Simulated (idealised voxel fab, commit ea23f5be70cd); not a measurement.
Name of the process module below: voxel tone inversion
Shown is cross-section cut, with a width of 255 nm and square cells of size 5 nm.
When this document writes out a cross-section, it uses a grid of square cells and lists it as bands, beginning at the top and moving down, with a band standing for one or more rows of cells.
Read a band's entry like this: the first values are the height of its top and the height of its bottom in nm, and what follows is the sequence of materials from left to right, each with its width in nm. Note that "blank" is empty space, and that a single material marked "full width" reaches across the band from edge to edge.
Height reference: 0 = level under which incoming wafer is all one material. Lowest band: no bottom, runs on downward, e.g. "top 0, no bottom".
So if you see something like "30->40" for the width, read it as the top row of the band sitting at the first number and the bottom row at the second, with every row in between moving by the same amount as the last.
"same as before" for a step: no cell of the cross-section changed in that step.
"Closed-off voids": sealed empty spaces, 8 cells or more, no open way to top, listed width x height at distance, with distance from the left edge and width, height and distance in nm.
after a step's settings: what the simulator itself notes on the step
overlay nm: where the mask lay relative to plan, measured to the right, on steps with a mask; negatives go left.
Planned process steps:
1. RECEIVE (material Si)
2. CONFORMAL_DEP (material SiCN; thk nm 10)
3. DIRECTIONAL_DEP (material aC; thk nm 20)
4. PATTERN (tone cover; mask id POSTS; material resist; width nm 25; pitch nm 50; thk nm 25; overlay nm 0)
5. DIRECTIONAL_ETCH (etch materials aC; depth nm 20)
6. STRIP (etch materials resist)
7. FILL_DEP (material SiO2; thk nm 10)
8. CMP (height nm 30)
9. STRIP (etch materials aC)
As-received wafer cross-section (after step 1):
    top 0, no bottom = Si full width
    Closed-off voids: none
End-of-module cross-section. Starting structure and process plan as above; one mistake made in running it:
    top 30, bottom 10 = SiO2 full width
    top 10, bottom 0 = SiCN full width
    top 0, no bottom = Si full width
    Closed-off voids: none
What went wrong in running the wafer? step 3: run off-plan, actual operation and settings DIRECTIONAL_DEP (material SiO2; thk nm 20)
